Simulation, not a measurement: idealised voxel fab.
Title: Process Module voxel tone inversion
For reference, the cross-section in this document is cut, with width 285 nm and square cells of 5 nm.
Bands, listed from the top down, are how a cross-section gets written in this document; the cross-section itself is a grid of square cells, and a band is one or more rows of them. The band entry comprises the height of the band's top followed by the height of its bottom, expressed in nm, and subsequently the band's materials from left to right, each stated together with its width in nm. Where a single material is marked with the word "edge to edge", that material fills the band from edge to edge. The word "air" represents empty space. Below 0: as-received wafer, all one material; heights counted from there. Lowest band: no bottom, goes on down, written "0 down". Width: "30..40" (first number = top row, second number = bottom row, same change from row to row of cells). "nothing altered", as given for a step, is the statement that not any cell of the cross-section underwent a change during that step. Under "Closed cavity list" you'll find the enclosed gaps, the ones with no way out to the top, that are 8 cells or bigger; each reads width x height at distance, with distance counted from the left edge, everything in nm. Post-settings text on a step line: simulator's own remark regarding the step. On any step carrying a mask, the "overlay nm" setting, if present on the step's line, tells how far right of its planned place the mask lay; negative values point to the left.

So here's the lineup of process steps we planned
1,RECEIVE [material Si]
2,CONFORMAL_DEP [material SiCN] [thk nm 5]
3,DIRECTIONAL_DEP [material aC] [thk nm 20]
4,PATTERN [tone cover] [mask id POSTS] [material resist] [width nm 25] [pitch nm 50] [thk nm 30] [overlay nm 0]
5,DIRECTIONAL_ETCH [etch materials aC] [depth nm 20]
6,STRIP [etch materials resist]
7,FILL_DEP [material lowk] [thk nm 10]
8,CMP [height nm 25]
9,STRIP [etch materials aC]
10,CONFORMAL_DEP [material TiN] [thk nm 5]
11,FILL_DEP [material Ru] [thk nm 10]
12,CMP [height nm 25]
13,CONFORMAL_DEP [material SiCN] [thk nm 5]

Cross-section of the wafer upon arrival, representing the state reached after step 1
* 0 down = Si edge to edge
* Closed cavity list: none

The first of two wafers, cross-sectioned at the end of the module, with the run proceeding as planned
* 30 to 25 = SiCN edge to edge
* 25 to 10 = lowk: 80 / TiN: 5 / Ru: 15 / TiN: 5 / lowk: 25 / TiN: 5 / Ru: 15 / TiN: 5 / lowk: 25 / TiN: 5 / Ru: 15 / TiN: 5 / lowk: 80
* 10 to 5 = lowk: 80 / TiN: 25 / lowk: 25 / TiN: 25 / lowk: 25 / TiN: 25 / lowk: 80
* 5 to 0 = SiCN edge to edge
* 0 down = Si edge to edge
* Closed cavity list: none

What the second wafer looks like in cross-section once the module is done. Its start and its plan matched the first wafer's exactly; what differed was one mistake in how it was run
* 30 to 25 = SiCN edge to edge
* 25 to 5 = Ru edge to edge
* 5 to 0 = SiCN edge to edge
* 0 down = Si edge to edge
* Closed cavity list: none
Error vs. plan: rather than as planned, step 3 actually ran as DIRECTIONAL_DEP [material Ru] [thk nm 20]
The second wafer ends with more or fewer cells of some materials than the first, per final count: 201 more of Ru | 33 fewer of TiN | 168 fewer of lowk
